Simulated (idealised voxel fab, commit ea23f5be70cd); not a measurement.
process module | voxel transistor to metal
cross-section cut | 290 nm wide | cells 5 nm
A cross-section is a grid of square cells, given in bands from the top down. A band is one or more rows of cells.
Each band's line starts with the height of the band's top and of its bottom, in nm. Then come its materials from left to right, each with its width in nm. One material with "throughout" fills the band from edge to edge. "air" is empty space.
Height 0 is the level under which the wafer as received is all one material. The lowest band goes on downwards, as in "0 down".
A width such as "30 to 40" changes by the same amount from each row of cells to the next, from the band's top row to its bottom row.
"no change" after a step means that no cell of the cross-section changed.
closed voids: empty space of 8 cells or more with no open way to the top, each as width x height at its distance from the left edge, in nm
after a step's settings: what the simulator itself notes on the step
overlay nm, on a step with a mask: how far to the right of its planned place the mask lay; to the left if negative
plan
1 op RECEIVE | material Si
2 op OXIDIZE | depth nm 5
3 op CONFORMAL_DEP | material SiN | thk nm 10
4 op PATTERN | tone cover | mask id ACTIVE | material resist | width nm 100 | pitch nm 125 | thk nm 20 | overlay nm 0
5 op DIRECTIONAL_ETCH | etch materials SiN | depth nm 10
6 op DIRECTIONAL_ETCH | etch materials SiO2 | depth nm 5
7 op DIRECTIONAL_ETCH | etch materials Si | depth nm 20
8 op STRIP | etch materials resist
9 op FILL_DEP | material SiO2 | thk nm 15
10 op CMP | height nm 10
11 op SELECTIVE_ETCH | etch materials SiO2 | depth nm 10
12 op STRIP | etch materials SiN
13 op SELECTIVE_ETCH | etch materials SiO2 | depth nm 5
14 op OXIDIZE | depth nm 5
15 op DIRECTIONAL_DEP | material polySi | thk nm 25
16 op DIRECTIONAL_DEP | material SiCN | thk nm 10
17 op DIRECTIONAL_DEP | material aC | thk nm 15
18 op PATTERN | tone cover | mask id GATE | material resist | width nm 20 | pitch nm 125 | thk nm 35 | overlay nm 0
19 op DIRECTIONAL_ETCH | etch materials aC | depth nm 15
20 op STRIP | etch materials resist
21 op DIRECTIONAL_ETCH | etch materials SiCN | depth nm 20
22 op DIRECTIONAL_ETCH | etch materials polySi | depth nm 35
23 op STRIP | etch materials aC
24 op CONFORMAL_DEP | material SiN | thk nm 10
25 op DIRECTIONAL_ETCH | etch materials SiN | depth nm 10
26 op DIRECTIONAL_ETCH | etch materials SiO2 | depth nm 5
27 op EPI | material SiGe | thk nm 5
28 op FILL_DEP | material SiO2 | thk nm 5
29 op CMP | height nm 30
30 op DIRECTIONAL_DEP | material SiO2 | thk nm 15
31 op PATTERN | tone open | mask id CONTACT | material resist | width nm 25 | thk nm 15 | overlay nm 0
32 op DIRECTIONAL_ETCH | etch materials SiO2 | depth nm 50
33 op STRIP | etch materials resist
34 op CONFORMAL_DEP | material TiN | thk nm 5
35 op FILL_DEP | material W | thk nm 10
36 op CMP | height nm 45
37 op DIRECTIONAL_DEP | material TiN | thk nm 5
38 op DIRECTIONAL_DEP | material W | thk nm 20
39 op DIRECTIONAL_DEP | material aC | thk nm 15
40 op PATTERN | tone cover | mask id METAL_1 | material resist | width nm 15 | thk nm 30 | overlay nm 0
41 op DIRECTIONAL_ETCH | etch materials aC | depth nm 15
42 op STRIP | etch materials resist
43 op DIRECTIONAL_ETCH | etch materials W | depth nm 20
44 op DIRECTIONAL_ETCH | etch materials TiN | depth nm 5
45 op STRIP | etch materials aC
46 op CONFORMAL_DEP | material SiN | thk nm 5
47 op FILL_DEP | material SiO2 | thk nm 5
48 op CMP | height nm 70
49 op CONFORMAL_DEP | material SiN | thk nm 5
first wafer, as planned
as received, after step 1
  0 down: Si throughout
  closed voids: none
after step 2
  0 to -5: SiO2 throughout
  below -5: unchanged
after step 3
  10 to 0: SiN throughout
  below 0: unchanged
after step 4
  30 to 10: air 30 | resist 100 | air 25 | resist 100 | air 35
  below 10: unchanged
after step 5
  30 to 10: air 30 | resist 100 | air 25 | resist 100 | air 35
  10 to 0: air 30 | SiN 100 | air 25 | SiN 100 | air 35
  below 0: unchanged
after step 6
  30 to 10: air 30 | resist 100 | air 25 | resist 100 | air 35
  10 to 0: air 30 | SiN 100 | air 25 | SiN 100 | air 35
  0 to -5: air 30 | SiO2 100 | air 25 | SiO2 100 | air 35
  below -5: unchanged
after step 7
  30 to 10: air 30 | resist 100 | air 25 | resist 100 | air 35
  10 to 0: air 30 | SiN 100 | air 25 | SiN 100 | air 35
  0 to -5: air 30 | SiO2 100 | air 25 | SiO2 100 | air 35
  -5 to -25: air 30 | Si 100 | air 25 | Si 100 | air 35
  below -25: unchanged
after step 8
  10 to 0: air 30 | SiN 100 | air 25 | SiN 100 | air 35
  below 0: unchanged
after step 9
  25 to 10: SiO2 throughout
  10 to 0: SiO2 30 | SiN 100 | SiO2 25 | SiN 100 | SiO2 35
  0 to -5: SiO2 throughout
  -5 to -25: SiO2 30 | Si 100 | SiO2 25 | Si 100 | SiO2 35
  below -25: unchanged
after step 10
  10 to 0: SiO2 30 | SiN 100 | SiO2 25 | SiN 100 | SiO2 35
  below 0: unchanged
after step 11
  10 to 0: air 30 | SiN 100 | air 25 | SiN 100 | air 35
  below 0: unchanged
after step 12
  0 to -5: SiO2 throughout
  below -5: unchanged
after step 13
  -5 to -25: SiO2 30 | Si 100 | SiO2 25 | Si 100 | SiO2 35
  below -25: unchanged
after step 14
  -5 to -10: SiO2 throughout
  below -10: unchanged
after step 15
  20 to -5: polySi throughout
  below -5: unchanged
after step 16
  30 to 20: SiCN throughout
  below 20: unchanged
after step 17
  45 to 30: aC throughout
  below 30: unchanged
after step 18
  80 to 45: air 70 | resist 20 | air 105 | resist 20 | air 75
  below 45: unchanged
after step 19
  65 to 45: air 70 | resist 20 | air 105 | resist 20 | air 75
  45 to 30: air 70 | aC 20 | air 105 | aC 20 | air 75
  below 30: unchanged
after step 20
  45 to 30: air 70 | aC 20 | air 105 | aC 20 | air 75
  below 30: unchanged
after step 21
  45 to 30: air 70 | aC 20 | air 105 | aC 20 | air 75
  30 to 20: air 70 | SiCN 20 | air 105 | SiCN 20 | air 75
  below 20: unchanged
after step 22
  45 to 30: air 70 | aC 20 | air 105 | aC 20 | air 75
  30 to 20: air 70 | SiCN 20 | air 105 | SiCN 20 | air 75
  20 to -5: air 70 | polySi 20 | air 105 | polySi 20 | air 75
  below -5: unchanged
after step 23
  30 to 20: air 70 | SiCN 20 | air 105 | SiCN 20 | air 75
  below 20: unchanged
after step 24
  40 to 30: air 60 | SiN 40 | air 85 | SiN 40 | air 65
  30 to 20: air 60 | SiN 10 | SiCN 20 | SiN 10 | air 85 | SiN 10 | SiCN 20 | SiN 10 | air 65
  20 to 5: air 60 | SiN 10 | polySi 20 | SiN 10 | air 85 | SiN 10 | polySi 20 | SiN 10 | air 65
  5 to -5: SiN 70 | polySi 20 | SiN 105 | polySi 20 | SiN 75
  below -5: unchanged
after step 25
  30 to 20: air 60 | SiN 10 | SiCN 20 | SiN 10 | air 85 | SiN 10 | SiCN 20 | SiN 10 | air 65
  20 to -5: air 60 | SiN 10 | polySi 20 | SiN 10 | air 85 | SiN 10 | polySi 20 | SiN 10 | air 65
  below -5: unchanged
after step 26
  30 to 20: air 60 | SiN 10 | SiCN 20 | SiN 10 | air 85 | SiN 10 | SiCN 20 | SiN 10 | air 65
  20 to -5: air 60 | SiN 10 | polySi 20 | SiN 10 | air 85 | SiN 10 | polySi 20 | SiN 10 | air 65
  -5 to -10: air 60 | SiO2 40 | air 85 | SiO2 40 | air 65
  below -10: unchanged
after step 27
  30 to 20: air 60 | SiN 10 | SiCN 20 | SiN 10 | air 85 | SiN 10 | SiCN 20 | SiN 10 | air 65
  20 to -5: air 60 | SiN 10 | polySi 20 | SiN 10 | air 85 | SiN 10 | polySi 20 | SiN 10 | air 65
  -5 to -10: air 25 | SiGe 35 | SiO2 40 | SiGe 35 | air 15 | SiGe 35 | SiO2 40 | SiGe 35 | air 30
  below -10: unchanged
after step 28
  35 to 30: SiO2 throughout
  30 to 20: SiO2 60 | SiN 10 | SiCN 20 | SiN 10 | SiO2 85 | SiN 10 | SiCN 20 | SiN 10 | SiO2 65
  20 to -5: SiO2 60 | SiN 10 | polySi 20 | SiN 10 | SiO2 85 | SiN 10 | polySi 20 | SiN 10 | SiO2 65
  -5 to -10: SiO2 25 | SiGe 35 | SiO2 40 | SiGe 35 | SiO2 15 | SiGe 35 | SiO2 40 | SiGe 35 | SiO2 30
  below -10: unchanged
after step 29
  30 to 20: SiO2 60 | SiN 10 | SiCN 20 | SiN 10 | SiO2 85 | SiN 10 | SiCN 20 | SiN 10 | SiO2 65
  below 20: unchanged
after step 30
  45 to 30: SiO2 throughout
  below 30: unchanged
after step 31
  60 to 45: resist 40 | air 25 | resist 30 | air 25 | resist 45 | air 25 | resist 30 | air 25 | resist 45
  below 45: unchanged
after step 32
  60 to 45: resist 40 | air 25 | resist 30 | air 25 | resist 45 | air 25 | resist 30 | air 25 | resist 45
  45 to 30: SiO2 40 | air 25 | SiO2 30 | air 25 | SiO2 45 | air 25 | SiO2 30 | air 25 | SiO2 45
  30 to 20: SiO2 40 | air 20 | SiN 10 | SiCN 20 | SiN 10 | air 20 | SiO2 45 | air 20 | SiN 10 | SiCN 20 | SiN 10 | air 20 | SiO2 45
  20 to -5: SiO2 40 | air 20 | SiN 10 | polySi 20 | SiN 10 | air 20 | SiO2 45 | air 20 | SiN 10 | polySi 20 | SiN 10 | air 20 | SiO2 45
  below -5: unchanged
after step 33
  45 to 30: SiO2 40 | air 25 | SiO2 30 | air 25 | SiO2 45 | air 25 | SiO2 30 | air 25 | SiO2 45
  below 30: unchanged
after step 34
  50 to 45: TiN 45 | air 15 | TiN 40 | air 15 | TiN 55 | air 15 | TiN 40 | air 15 | TiN 50
  45 to 35: SiO2 40 | TiN 5 | air 15 | TiN 5 | SiO2 30 | TiN 5 | air 15 | TiN 5 | SiO2 45 | TiN 5 | air 15 | TiN 5 | SiO2 30 | TiN 5 | air 15 | TiN 5 | SiO2 45
  35 to 30: SiO2 40 | TiN 5 | air 10 | TiN 10 | SiO2 30 | TiN 10 | air 10 | TiN 5 | SiO2 45 | TiN 5 | air 10 | TiN 10 | SiO2 30 | TiN 10 | air 10 | TiN 5 | SiO2 45
  30 to 20: SiO2 40 | TiN 5 | air 10 | TiN 5 | SiN 10 | SiCN 20 | SiN 10 | TiN 5 | air 10 | TiN 5 | SiO2 45 | TiN 5 | air 10 | TiN 5 | SiN 10 | SiCN 20 | SiN 10 | TiN 5 | air 10 | TiN 5 | SiO2 45
  20 to 0: SiO2 40 | TiN 5 | air 10 | TiN 5 | SiN 10 | polySi 20 | SiN 10 | TiN 5 | air 10 | TiN 5 | SiO2 45 | TiN 5 | air 10 | TiN 5 | SiN 10 | polySi 20 | SiN 10 | TiN 5 | air 10 | TiN 5 | SiO2 45
  0 to -5: SiO2 40 | TiN 20 | SiN 10 | polySi 20 | SiN 10 | TiN 20 | SiO2 45 | TiN 20 | SiN 10 | polySi 20 | SiN 10 | TiN 20 | SiO2 45
  below -5: unchanged
after step 35
  60 to 50: W throughout
  50 to 45: TiN 45 | W 15 | TiN 40 | W 15 | TiN 55 | W 15 | TiN 40 | W 15 | TiN 50
  45 to 35: SiO2 40 | TiN 5 | W 15 | TiN 5 | SiO2 30 | TiN 5 | W 15 | TiN 5 | SiO2 45 | TiN 5 | W 15 | TiN 5 | SiO2 30 | TiN 5 | W 15 | TiN 5 | SiO2 45
  35 to 30: SiO2 40 | TiN 5 | W 10 | TiN 10 | SiO2 30 | TiN 10 | W 10 | TiN 5 | SiO2 45 | TiN 5 | W 10 | TiN 10 | SiO2 30 | TiN 10 | W 10 | TiN 5 | SiO2 45
  30 to 20: SiO2 40 | TiN 5 | W 10 | TiN 5 | SiN 10 | SiCN 20 | SiN 10 | TiN 5 | W 10 | TiN 5 | SiO2 45 | TiN 5 | W 10 | TiN 5 | SiN 10 | SiCN 20 | SiN 10 | TiN 5 | W 10 | TiN 5 | SiO2 45
  20 to 0: SiO2 40 | TiN 5 | W 10 | TiN 5 | SiN 10 | polySi 20 | SiN 10 | TiN 5 | W 10 | TiN 5 | SiO2 45 | TiN 5 | W 10 | TiN 5 | SiN 10 | polySi 20 | SiN 10 | TiN 5 | W 10 | TiN 5 | SiO2 45
  below 0: unchanged
after step 36
  45 to 35: SiO2 40 | TiN 5 | W 15 | TiN 5 | SiO2 30 | TiN 5 | W 15 | TiN 5 | SiO2 45 | TiN 5 | W 15 | TiN 5 | SiO2 30 | TiN 5 | W 15 | TiN 5 | SiO2 45
  below 35: unchanged
after step 37
  50 to 45: TiN throughout
  below 45: unchanged
after step 38
  70 to 50: W throughout
  below 50: unchanged
after step 39
  85 to 70: aC throughout
  below 70: unchanged
after step 40
  115 to 85: air 40 | resist 15 | air 50 | resist 15 | air 45 | resist 15 | air 50 | resist 15 | air 45
  below 85: unchanged
after step 41
  100 to 85: air 40 | resist 15 | air 50 | resist 15 | air 45 | resist 15 | air 50 | resist 15 | air 45
  85 to 70: air 40 | aC 15 | air 50 | aC 15 | air 45 | aC 15 | air 50 | aC 15 | air 45
  below 70: unchanged
after step 42
  85 to 70: air 40 | aC 15 | air 50 | aC 15 | air 45 | aC 15 | air 50 | aC 15 | air 45
  below 70: unchanged
after step 43
  85 to 70: air 40 | aC 15 | air 50 | aC 15 | air 45 | aC 15 | air 50 | aC 15 | air 45
  70 to 50: air 40 | W 15 | air 50 | W 15 | air 45 | W 15 | air 50 | W 15 | air 45
  below 50: unchanged
after step 44
  85 to 70: air 40 | aC 15 | air 50 | aC 15 | air 45 | aC 15 | air 50 | aC 15 | air 45
  70 to 50: air 40 | W 15 | air 50 | W 15 | air 45 | W 15 | air 50 | W 15 | air 45
  50 to 45: air 40 | TiN 15 | air 50 | TiN 15 | air 45 | TiN 15 | air 50 | TiN 15 | air 45
  below 45: unchanged
after step 45
  70 to 50: air 40 | W 15 | air 50 | W 15 | air 45 | W 15 | air 50 | W 15 | air 45
  below 50: unchanged
after step 46
  75 to 70: air 35 | SiN 25 | air 40 | SiN 25 | air 35 | SiN 25 | air 40 | SiN 25 | air 40
  70 to 50: air 35 | SiN 5 | W 15 | SiN 5 | air 40 | SiN 5 | W 15 | SiN 5 | air 35 | SiN 5 | W 15 | SiN 5 | air 40 | SiN 5 | W 15 | SiN 5 | air 40
  50 to 45: SiN 40 | TiN 15 | SiN 50 | TiN 15 | SiN 45 | TiN 15 | SiN 50 | TiN 15 | SiN 45
  below 45: unchanged
after step 47
  80 to 75: SiO2 throughout
  75 to 70: SiO2 35 | SiN 25 | SiO2 40 | SiN 25 | SiO2 35 | SiN 25 | SiO2 40 | SiN 25 | SiO2 40
  70 to 50: SiO2 35 | SiN 5 | W 15 | SiN 5 | SiO2 40 | SiN 5 | W 15 | SiN 5 | SiO2 35 | SiN 5 | W 15 | SiN 5 | SiO2 40 | SiN 5 | W 15 | SiN 5 | SiO2 40
  below 50: unchanged
after step 48
  70 to 50: SiO2 35 | SiN 5 | W 15 | SiN 5 | SiO2 40 | SiN 5 | W 15 | SiN 5 | SiO2 35 | SiN 5 | W 15 | SiN 5 | SiO2 40 | SiN 5 | W 15 | SiN 5 | SiO2 40
  below 50: unchanged
after step 49
  75 to 70: SiN throughout
  below 70: unchanged
second wafer: like start, like plan, one mistake. Through step 6 it matches the first wafer
when step 7 should have ended
  30 to 10: air 30 | resist 100 | air 25 | resist 100 | air 35
  10 to 0: air 30 | SiN 100 | air 25 | SiN 100 | air 35
  0 to -5: air 30 | SiO2 100 | air 25 | SiO2 100 | air 35
  -5 to -30: air 30 | Si 100 | air 25 | Si 100 | air 35
  below -30: unchanged
when step 8 should have ended
  10 to 0: air 30 | SiN 100 | air 25 | SiN 100 | air 35
  below 0: unchanged
when step 9 should have ended
  25 to 10: SiO2 throughout
  10 to 0: SiO2 30 | SiN 100 | SiO2 25 | SiN 100 | SiO2 35
  0 to -5: SiO2 throughout
  -5 to -30: SiO2 30 | Si 100 | SiO2 25 | Si 100 | SiO2 35
  below -30: unchanged
when step 10 should have ended
  10 to 0: SiO2 30 | SiN 100 | SiO2 25 | SiN 100 | SiO2 35
  below 0: unchanged
when step 11 should have ended
  10 to 0: air 30 | SiN 100 | air 25 | SiN 100 | air 35
  below 0: unchanged
when step 12 should have ended
  0 to -5: SiO2 throughout
  below -5: unchanged
when step 13 should have ended
  -5 to -30: SiO2 30 | Si 100 | SiO2 25 | Si 100 | SiO2 35
  below -30: unchanged
when step 14 should have ended
  -5 to -10: SiO2 throughout
  below -10: unchanged
when step 15 should have ended
  20 to -5: polySi throughout
  below -5: unchanged
when step 16 should have ended
  30 to 20: SiCN throughout
  below 20: unchanged
when step 17 should have ended
  45 to 30: aC throughout
  below 30: unchanged
when step 18 should have ended
  80 to 45: air 70 | resist 20 | air 105 | resist 20 | air 75
  below 45: unchanged
when step 19 should have ended
  65 to 45: air 70 | resist 20 | air 105 | resist 20 | air 75
  45 to 30: air 70 | aC 20 | air 105 | aC 20 | air 75
  below 30: unchanged
when step 20 should have ended
  45 to 30: air 70 | aC 20 | air 105 | aC 20 | air 75
  below 30: unchanged
when step 21 should have ended
  45 to 30: air 70 | aC 20 | air 105 | aC 20 | air 75
  30 to 20: air 70 | SiCN 20 | air 105 | SiCN 20 | air 75
  below 20: unchanged
when step 22 should have ended
  45 to 30: air 70 | aC 20 | air 105 | aC 20 | air 75
  30 to 20: air 70 | SiCN 20 | air 105 | SiCN 20 | air 75
  20 to -5: air 70 | polySi 20 | air 105 | polySi 20 | air 75
  below -5: unchanged
when step 23 should have ended
  30 to 20: air 70 | SiCN 20 | air 105 | SiCN 20 | air 75
  below 20: unchanged
when step 24 should have ended
  40 to 30: air 60 | SiN 40 | air 85 | SiN 40 | air 65
  30 to 20: air 60 | SiN 10 | SiCN 20 | SiN 10 | air 85 | SiN 10 | SiCN 20 | SiN 10 | air 65
  20 to 5: air 60 | SiN 10 | polySi 20 | SiN 10 | air 85 | SiN 10 | polySi 20 | SiN 10 | air 65
  5 to -5: SiN 70 | polySi 20 | SiN 105 | polySi 20 | SiN 75
  below -5: unchanged
when step 25 should have ended
  30 to 20: air 60 | SiN 10 | SiCN 20 | SiN 10 | air 85 | SiN 10 | SiCN 20 | SiN 10 | air 65
  20 to -5: air 60 | SiN 10 | polySi 20 | SiN 10 | air 85 | SiN 10 | polySi 20 | SiN 10 | air 65
  below -5: unchanged
when step 26 should have ended
  30 to 20: air 60 | SiN 10 | SiCN 20 | SiN 10 | air 85 | SiN 10 | SiCN 20 | SiN 10 | air 65
  20 to -5: air 60 | SiN 10 | polySi 20 | SiN 10 | air 85 | SiN 10 | polySi 20 | SiN 10 | air 65
  -5 to -10: air 60 | SiO2 40 | air 85 | SiO2 40 | air 65
  below -10: unchanged
when step 27 should have ended
  30 to 20: air 60 | SiN 10 | SiCN 20 | SiN 10 | air 85 | SiN 10 | SiCN 20 | SiN 10 | air 65
  20 to -5: air 60 | SiN 10 | polySi 20 | SiN 10 | air 85 | SiN 10 | polySi 20 | SiN 10 | air 65
  -5 to -10: air 25 | SiGe 35 | SiO2 40 | SiGe 35 | air 15 | SiGe 35 | SiO2 40 | SiGe 35 | air 30
  below -10: unchanged
when step 28 should have ended
  35 to 30: SiO2 throughout
  30 to 20: SiO2 60 | SiN 10 | SiCN 20 | SiN 10 | SiO2 85 | SiN 10 | SiCN 20 | SiN 10 | SiO2 65
  20 to -5: SiO2 60 | SiN 10 | polySi 20 | SiN 10 | SiO2 85 | SiN 10 | polySi 20 | SiN 10 | SiO2 65
  -5 to -10: SiO2 25 | SiGe 35 | SiO2 40 | SiGe 35 | SiO2 15 | SiGe 35 | SiO2 40 | SiGe 35 | SiO2 30
  below -10: unchanged
when step 29 should have ended
  30 to 20: SiO2 60 | SiN 10 | SiCN 20 | SiN 10 | SiO2 85 | SiN 10 | SiCN 20 | SiN 10 | SiO2 65
  below 20: unchanged
when step 30 should have ended
  45 to 30: SiO2 throughout
  below 30: unchanged
when step 31 should have ended
  60 to 45: resist 40 | air 25 | resist 30 | air 25 | resist 45 | air 25 | resist 30 | air 25 | resist 45
  below 45: unchanged
when step 32 should have ended
  60 to 45: resist 40 | air 25 | resist 30 | air 25 | resist 45 | air 25 | resist 30 | air 25 | resist 45
  45 to 30: SiO2 40 | air 25 | SiO2 30 | air 25 | SiO2 45 | air 25 | SiO2 30 | air 25 | SiO2 45
  30 to 20: SiO2 40 | air 20 | SiN 10 | SiCN 20 | SiN 10 | air 20 | SiO2 45 | air 20 | SiN 10 | SiCN 20 | SiN 10 | air 20 | SiO2 45
  20 to -5: SiO2 40 | air 20 | SiN 10 | polySi 20 | SiN 10 | air 20 | SiO2 45 | air 20 | SiN 10 | polySi 20 | SiN 10 | air 20 | SiO2 45
  below -5: unchanged
when step 33 should have ended
  45 to 30: SiO2 40 | air 25 | SiO2 30 | air 25 | SiO2 45 | air 25 | SiO2 30 | air 25 | SiO2 45
  below 30: unchanged
when step 34 should have ended
  50 to 45: TiN 45 | air 15 | TiN 40 | air 15 | TiN 55 | air 15 | TiN 40 | air 15 | TiN 50
  45 to 35: SiO2 40 | TiN 5 | air 15 | TiN 5 | SiO2 30 | TiN 5 | air 15 | TiN 5 | SiO2 45 | TiN 5 | air 15 | TiN 5 | SiO2 30 | TiN 5 | air 15 | TiN 5 | SiO2 45
  35 to 30: SiO2 40 | TiN 5 | air 10 | TiN 10 | SiO2 30 | TiN 10 | air 10 | TiN 5 | SiO2 45 | TiN 5 | air 10 | TiN 10 | SiO2 30 | TiN 10 | air 10 | TiN 5 | SiO2 45
  30 to 20: SiO2 40 | TiN 5 | air 10 | TiN 5 | SiN 10 | SiCN 20 | SiN 10 | TiN 5 | air 10 | TiN 5 | SiO2 45 | TiN 5 | air 10 | TiN 5 | SiN 10 | SiCN 20 | SiN 10 | TiN 5 | air 10 | TiN 5 | SiO2 45
  20 to 0: SiO2 40 | TiN 5 | air 10 | TiN 5 | SiN 10 | polySi 20 | SiN 10 | TiN 5 | air 10 | TiN 5 | SiO2 45 | TiN 5 | air 10 | TiN 5 | SiN 10 | polySi 20 | SiN 10 | TiN 5 | air 10 | TiN 5 | SiO2 45
  0 to -5: SiO2 40 | TiN 20 | SiN 10 | polySi 20 | SiN 10 | TiN 20 | SiO2 45 | TiN 20 | SiN 10 | polySi 20 | SiN 10 | TiN 20 | SiO2 45
  below -5: unchanged
when step 35 should have ended
  60 to 50: W throughout
  50 to 45: TiN 45 | W 15 | TiN 40 | W 15 | TiN 55 | W 15 | TiN 40 | W 15 | TiN 50
  45 to 35: SiO2 40 | TiN 5 | W 15 | TiN 5 | SiO2 30 | TiN 5 | W 15 | TiN 5 | SiO2 45 | TiN 5 | W 15 | TiN 5 | SiO2 30 | TiN 5 | W 15 | TiN 5 | SiO2 45
  35 to 30: SiO2 40 | TiN 5 | W 10 | TiN 10 | SiO2 30 | TiN 10 | W 10 | TiN 5 | SiO2 45 | TiN 5 | W 10 | TiN 10 | SiO2 30 | TiN 10 | W 10 | TiN 5 | SiO2 45
  30 to 20: SiO2 40 | TiN 5 | W 10 | TiN 5 | SiN 10 | SiCN 20 | SiN 10 | TiN 5 | W 10 | TiN 5 | SiO2 45 | TiN 5 | W 10 | TiN 5 | SiN 10 | SiCN 20 | SiN 10 | TiN 5 | W 10 | TiN 5 | SiO2 45
  20 to 0: SiO2 40 | TiN 5 | W 10 | TiN 5 | SiN 10 | polySi 20 | SiN 10 | TiN 5 | W 10 | TiN 5 | SiO2 45 | TiN 5 | W 10 | TiN 5 | SiN 10 | polySi 20 | SiN 10 | TiN 5 | W 10 | TiN 5 | SiO2 45
  below 0: unchanged
when step 36 should have ended
  45 to 35: SiO2 40 | TiN 5 | W 15 | TiN 5 | SiO2 30 | TiN 5 | W 15 | TiN 5 | SiO2 45 | TiN 5 | W 15 | TiN 5 | SiO2 30 | TiN 5 | W 15 | TiN 5 | SiO2 45
  below 35: unchanged
when step 37 should have ended
  50 to 45: TiN throughout
  below 45: unchanged
when step 38 should have ended
  70 to 50: W throughout
  below 50: unchanged
when step 39 should have ended
  85 to 70: aC throughout
  below 70: unchanged
when step 40 should have ended
  115 to 85: air 40 | resist 15 | air 50 | resist 15 | air 45 | resist 15 | air 50 | resist 15 | air 45
  below 85: unchanged
when step 41 should have ended
  100 to 85: air 40 | resist 15 | air 50 | resist 15 | air 45 | resist 15 | air 50 | resist 15 | air 45
  85 to 70: air 40 | aC 15 | air 50 | aC 15 | air 45 | aC 15 | air 50 | aC 15 | air 45
  below 70: unchanged
when step 42 should have ended
  85 to 70: air 40 | aC 15 | air 50 | aC 15 | air 45 | aC 15 | air 50 | aC 15 | air 45
  below 70: unchanged
when step 43 should have ended
  85 to 70: air 40 | aC 15 | air 50 | aC 15 | air 45 | aC 15 | air 50 | aC 15 | air 45
  70 to 50: air 40 | W 15 | air 50 | W 15 | air 45 | W 15 | air 50 | W 15 | air 45
  below 50: unchanged
when step 44 should have ended
  85 to 70: air 40 | aC 15 | air 50 | aC 15 | air 45 | aC 15 | air 50 | aC 15 | air 45
  70 to 50: air 40 | W 15 | air 50 | W 15 | air 45 | W 15 | air 50 | W 15 | air 45
  50 to 45: air 40 | TiN 15 | air 50 | TiN 15 | air 45 | TiN 15 | air 50 | TiN 15 | air 45
  below 45: unchanged
when step 45 should have ended
  70 to 50: air 40 | W 15 | air 50 | W 15 | air 45 | W 15 | air 50 | W 15 | air 45
  below 50: unchanged
when step 46 should have ended
  75 to 70: air 35 | SiN 25 | air 40 | SiN 25 | air 35 | SiN 25 | air 40 | SiN 25 | air 40
  70 to 50: air 35 | SiN 5 | W 15 | SiN 5 | air 40 | SiN 5 | W 15 | SiN 5 | air 35 | SiN 5 | W 15 | SiN 5 | air 40 | SiN 5 | W 15 | SiN 5 | air 40
  50 to 45: SiN 40 | TiN 15 | SiN 50 | TiN 15 | SiN 45 | TiN 15 | SiN 50 | TiN 15 | SiN 45
  below 45: unchanged
when step 47 should have ended
  80 to 75: SiO2 throughout
  75 to 70: SiO2 35 | SiN 25 | SiO2 40 | SiN 25 | SiO2 35 | SiN 25 | SiO2 40 | SiN 25 | SiO2 40
  70 to 50: SiO2 35 | SiN 5 | W 15 | SiN 5 | SiO2 40 | SiN 5 | W 15 | SiN 5 | SiO2 35 | SiN 5 | W 15 | SiN 5 | SiO2 40 | SiN 5 | W 15 | SiN 5 | SiO2 40
  below 50: unchanged
when step 48 should have ended
  70 to 50: SiO2 35 | SiN 5 | W 15 | SiN 5 | SiO2 40 | SiN 5 | W 15 | SiN 5 | SiO2 35 | SiN 5 | W 15 | SiN 5 | SiO2 40 | SiN 5 | W 15 | SiN 5 | SiO2 40
  below 50: unchanged
when step 49 should have ended
  75 to 70: SiN throughout
  below 70: unchanged
what went wrong: step 7 ran as: op DIRECTIONAL_ETCH | etch materials Si | depth nm 25
at the end the second wafer has, in cells: 18 fewer of Si | 18 more of SiO2
